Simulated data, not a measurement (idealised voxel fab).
process module | voxel trench capacitor
cross-section cut | 170 nm wide | cells 5 nm
A cross-section is a grid of square cells, given in bands from the top down. A band is one or more rows of cells.
Each band's line starts with the height of the band's top and of its bottom, in nm. Then come its materials from left to right, each with its width in nm. One material with "throughout" fills the band from edge to edge. "air" is empty space.
Height 0 is the level under which the wafer as received is all one material. The lowest band goes on downwards, as in "0 down".
A width such as "30 to 40" changes by the same amount from each row of cells to the next, from the band's top row to its bottom row.
"no change" after a step means that no cell of the cross-section changed.
closed voids: empty space of 8 cells or more with no open way to the top, each as width x height at its distance from the left edge, in nm
after a step's settings: what the simulator itself notes on the step
overlay nm, on a step with a mask: how far to the right of its planned place the mask lay; to the left if negative
plan
1 op RECEIVE | material Si
2 op CONFORMAL_DEP | material SiN | thk nm 10
3 op DIRECTIONAL_DEP | material aC | thk nm 15
4 op PATTERN | tone open | mask id TRENCH | material resist | width nm 25 | pitch nm 45 | thk nm 35 | overlay nm 0
5 op DIRECTIONAL_ETCH | etch materials aC | depth nm 15
6 op STRIP | etch materials resist
7 op DIRECTIONAL_ETCH | etch materials SiN | depth nm 10
8 op DIRECTIONAL_ETCH | etch materials Si | depth nm 40
9 op STRIP | etch materials aC
10 op CONFORMAL_DEP | material Al2O3 | thk nm 5
11 op CONFORMAL_DEP | material TiN | thk nm 5
12 op FILL_DEP | material W | thk nm 5
13 op CMP | height nm 10
as received, after step 1
  0 down: Si throughout
  closed voids: none
a wafer at the end: this start, this plan, one mistake
  10 to 0: SiN 25 | TiN 5 | W 15 | TiN 5 | SiN 20 | TiN 5 | W 15 | TiN 5 | SiN 20 | TiN 5 | W 15 | TiN 5 | SiN 30
  0 to -35: Si 25 | TiN 5 | W 15 | TiN 5 | Si 20 | TiN 5 | W 15 | TiN 5 | Si 20 | TiN 5 | W 15 | TiN 5 | Si 30
  -35 to -40: Si 25 | TiN 25 | Si 20 | TiN 25 | Si 20 | TiN 25 | Si 30
  -40 down: Si throughout
  closed voids: none
what went wrong: step 10 was left out
